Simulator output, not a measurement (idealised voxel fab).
This section sets out a process module, namely voxel transistor to metal.
The cross-section shown here is cut; it is 180 nm wide and divided into square cells measuring 5 nm on a side.
Think of the cross-section as a grid of square cells. We describe it in bands, top to bottom, and each band covers one or more rows of those cells.
This entry defines a band. It first specifies the height of the band's top and the height of its bottom in nm, and then specifies the band's materials from left to right, stating each material with its width in nm. The word "throughout" identifies a single material that fills the band from edge to edge, while the word "empty" identifies empty space.
Below 0: as-received wafer, all one material; heights counted from there. Lowest band: no bottom, goes on down, written "0 -> down".
Note: "30->40" means the width goes from the first number (top row of the band) to the second number (bottom row) in equal steps per row of cells.
Reading "remained unchanged" for a step: not a cell of the cross-section changed in it.
"Internal closed voids" lists enclosed empty spaces (at least 8 cells, no open path upward to the top), each as width x height at distance from the left edge, in nm.
What comes after the settings on a step's line is commentary from the simulator itself on that step.
When a step includes a mask, the "overlay nm" setting on its line states how far to the right of its planned place that mask lay, and negative values state how far to the left.
-- plan
| 1 | RECEIVE: material Si |
| 2 | CONFORMAL_DEP: material SiO2, thk nm 5 |
| 3 | CONFORMAL_DEP: material SiN, thk nm 10 |
| 4 | PATTERN: tone cover, mask id ACTIVE, material resist, width nm 105, thk nm 20, overlay nm 0 |
| 5 | DIRECTIONAL_ETCH: etch materials SiN, depth nm 10 |
| 6 | DIRECTIONAL_ETCH: etch materials SiO2, depth nm 5 |
| 7 | DIRECTIONAL_ETCH: etch materials Si, depth nm 35 |
| 8 | STRIP: etch materials resist |
| 9 | OXIDIZE: depth nm 5 |
| 10 | FILL_DEP: material SiO2, thk nm 5 |
| 11 | CMP: height nm 15 |
| 12 | SELECTIVE_ETCH: etch materials SiO2, depth nm 10 |
| 13 | STRIP: etch materials SiN |
| 14 | SELECTIVE_ETCH: etch materials SiO2, depth nm 5 |
| 15 | OXIDIZE: depth nm 5 |
| 16 | DIRECTIONAL_DEP: material polySi, thk nm 20 |
| 17 | DIRECTIONAL_DEP: material SiCN, thk nm 10 |
| 18 | PATTERN: tone cover, mask id GATE, material resist, width nm 25, thk nm 20, overlay nm 0 |
| 19 | DIRECTIONAL_ETCH: etch materials SiCN, depth nm 20 |
| 20 | DIRECTIONAL_ETCH: etch materials polySi, depth nm 30 |
| 21 | STRIP: etch materials resist |
| 22 | CONFORMAL_DEP: material SiN, thk nm 10 |
| 23 | DIRECTIONAL_ETCH: etch materials SiN, depth nm 10 |
| 24 | DIRECTIONAL_ETCH: etch materials SiO2, depth nm 5 |
| 25 | DIRECTIONAL_ETCH: etch materials Si, depth nm 15 |
| 26 | EPI: material pSi, thk nm 15 |
| 27 | FILL_DEP: material SiO2, thk nm 5 |
| 28 | CMP: height nm 20 |
| 29 | STRIP: etch materials polySi |
| 30 | SELECTIVE_ETCH: etch materials SiO2, depth nm 5 |
| 31 | CONFORMAL_DEP: material HfO2, thk nm 5 |
| 32 | CONFORMAL_DEP: material TiN, thk nm 5 |
| 33 | FILL_DEP: material W, thk nm 5 |
| 34 | CMP: height nm 15 |
| 35 | DIRECTIONAL_DEP: material SiO2, thk nm 15 |
| 36 | DIRECTIONAL_DEP: material aC, thk nm 10 |
| 37 | PATTERN: tone open, mask id CONTACT, material resist, width nm 15, pitch nm 70, thk nm 30, overlay nm 0 |
| 38 | DIRECTIONAL_ETCH: etch materials aC, depth nm 10 |
| 39 | STRIP: etch materials resist |
| 40 | DIRECTIONAL_ETCH: etch materials SiO2, depth nm 35 |
| 41 | STRIP: etch materials aC |
| 42 | CONFORMAL_DEP: material TiN, thk nm 5 |
| 43 | FILL_DEP: material W, thk nm 10 |
| 44 | CMP: height nm 30 |
| 45 | CONFORMAL_DEP: material SiCN, thk nm 5 |
| 46 | DIRECTIONAL_DEP: material SiO2, thk nm 15 |
| 47 | DIRECTIONAL_DEP: material aC, thk nm 15 |
| 48 | PATTERN: tone open, mask id METAL_1, material resist, width nm 15, pitch nm 70, thk nm 30, overlay nm 0 |
| 49 | DIRECTIONAL_ETCH: etch materials aC, depth nm 15 |
| 50 | STRIP: etch materials resist |
| 51 | DIRECTIONAL_ETCH: etch materials SiO2, depth nm 15 |
| 52 | DIRECTIONAL_ETCH: etch materials SiCN, depth nm 5 |
| 53 | STRIP: etch materials aC |
| 54 | CONFORMAL_DEP: material TiN, thk nm 5 |
| 55 | FILL_DEP: material Cu, thk nm 10 |
| 56 | CMP: height nm 50 |
| 57 | CONFORMAL_DEP: material SiCN, thk nm 5 |
| 58 | DIRECTIONAL_DEP: material SiO2, thk nm 30 |
| 59 | DIRECTIONAL_DEP: material aC, thk nm 15 |
| 60 | PATTERN: tone open, mask id METAL_2, material resist, width nm 15, pitch nm 70, thk nm 35, overlay nm 0 |
| 61 | DIRECTIONAL_ETCH: etch materials aC, depth nm 15 |
| 62 | STRIP: etch materials resist |
| 63 | DIRECTIONAL_ETCH: etch materials SiO2, depth nm 20 |
| 64 | STRIP: etch materials aC |
| 65 | DIRECTIONAL_DEP: material aC, thk nm 15 |
| 66 | PATTERN: tone open, mask id METAL_2_HOLES, material resist, width nm 15, pitch nm 70, thk nm 35, overlay nm 0 |
| 67 | DIRECTIONAL_ETCH: etch materials aC, depth nm 15 |
| 68 | STRIP: etch materials resist |
| 69 | DIRECTIONAL_ETCH: etch materials SiO2, depth nm 10 |
| 70 | DIRECTIONAL_ETCH: etch materials SiCN, depth nm 5 |
| 71 | STRIP: etch materials aC |
| 72 | CONFORMAL_DEP: material TiN, thk nm 5 |
| 73 | FILL_DEP: material Cu, thk nm 10 |
| 74 | CMP: height nm 85 |
| 75 | CONFORMAL_DEP: material SiN, thk nm 5 |
-- So this is the incoming wafer in cross-section - it's already been through step 1
0 -> down  Si throughout
Internal closed voids: none
-- First of two wafers at the end of the module, shown in cross-section; run carried out as planned
90 -> 85  SiN throughout
85 -> 55  SiO2: 45 / TiN: 5 / Cu: 5 / TiN: 5 / SiO2: 55 / TiN: 5 / Cu: 5 / TiN: 5 / SiO2: 50
55 -> 50  SiCN: 45 / TiN: 15 / SiCN: 55 / TiN: 15 / SiCN: 50
50 -> 35  SiO2: 45 / TiN: 5 / Cu: 5 / TiN: 5 / SiO2: 55 / TiN: 5 / Cu: 5 / TiN: 5 / SiO2: 50
35 -> 30  SiCN: 45 / TiN: 15 / SiCN: 55 / TiN: 15 / SiCN: 50
30 -> 15  SiO2: 45 / TiN: 5 / W: 5 / TiN: 5 / SiO2: 55 / TiN: 5 / W: 5 / TiN: 5 / SiO2: 50
15 -> 10  SiO2: 45 / TiN: 15 / SiO2: 5 / SiN: 10 / HfO2: 5 / TiN: 5 / W: 5 / TiN: 5 / HfO2: 5 / SiN: 10 / SiO2: 5 / TiN: 15 / SiO2: 50
10 -> 5  SiO2: 45 / TiN: 5 / pSi: 15 / SiN: 10 / HfO2: 5 / TiN: 5 / W: 5 / TiN: 5 / HfO2: 5 / SiN: 10 / pSi: 15 / TiN: 5 / SiO2: 50
5 -> 0  SiO2: 45 / TiN: 5 / pSi: 15 / SiN: 10 / HfO2: 5 / TiN: 15 / HfO2: 5 / SiN: 10 / pSi: 15 / TiN: 5 / SiO2: 50
0 -> -5  SiO2: 45 / TiN: 5 / pSi: 15 / SiO2: 5 / HfO2: 35 / SiO2: 5 / pSi: 15 / TiN: 5 / SiO2: 50
-5 -> -20  SiO2: 40 / pSi: 25 / Si: 45 / pSi: 25 / SiO2: 45
-20 -> -40  SiO2: 40 / Si: 95 / SiO2: 45
-40 -> down  Si throughout
Internal closed voids: none
-- Presented here is a cross-section of the second of the two wafers as it stood at the end of the module. It was started in the same manner and assigned the same plan as the first wafer; however, one mistake was made in its execution
90 -> 85  SiN throughout
85 -> 55  SiO2: 45 / W: 5 / Cu: 5 / W: 5 / SiO2: 55 / W: 5 / Cu: 5 / W: 5 / SiO2: 50
55 -> 50  SiCN: 45 / W: 15 / SiCN: 55 / W: 15 / SiCN: 50
50 -> 35  SiO2: 45 / TiN: 5 / Cu: 5 / TiN: 5 / SiO2: 55 / TiN: 5 / Cu: 5 / TiN: 5 / SiO2: 50
35 -> 30  SiCN: 45 / TiN: 15 / SiCN: 55 / TiN: 15 / SiCN: 50
30 -> 15  SiO2: 45 / TiN: 5 / W: 5 / TiN: 5 / SiO2: 55 / TiN: 5 / W: 5 / TiN: 5 / SiO2: 50
15 -> 10  SiO2: 45 / TiN: 15 / SiO2: 5 / SiN: 10 / HfO2: 5 / TiN: 5 / W: 5 / TiN: 5 / HfO2: 5 / SiN: 10 / SiO2: 5 / TiN: 15 / SiO2: 50
10 -> 5  SiO2: 45 / TiN: 5 / pSi: 15 / SiN: 10 / HfO2: 5 / TiN: 5 / W: 5 / TiN: 5 / HfO2: 5 / SiN: 10 / pSi: 15 / TiN: 5 / SiO2: 50
5 -> 0  SiO2: 45 / TiN: 5 / pSi: 15 / SiN: 10 / HfO2: 5 / TiN: 15 / HfO2: 5 / SiN: 10 / pSi: 15 / TiN: 5 / SiO2: 50
0 -> -5  SiO2: 45 / TiN: 5 / pSi: 15 / SiO2: 5 / HfO2: 35 / SiO2: 5 / pSi: 15 / TiN: 5 / SiO2: 50
-5 -> -20  SiO2: 40 / pSi: 25 / Si: 45 / pSi: 25 / SiO2: 45
-20 -> -40  SiO2: 40 / Si: 95 / SiO2: 45
-40 -> down  Si throughout
Internal closed voids: none
The plan and the run diverged here: step 72 was not run as planned; what actually ran was CONFORMAL_DEP: material W, thk nm 5
Wrapping up, a cell-based count of both wafers puts the second over or under the first for these materials: TiN -30 | W +30
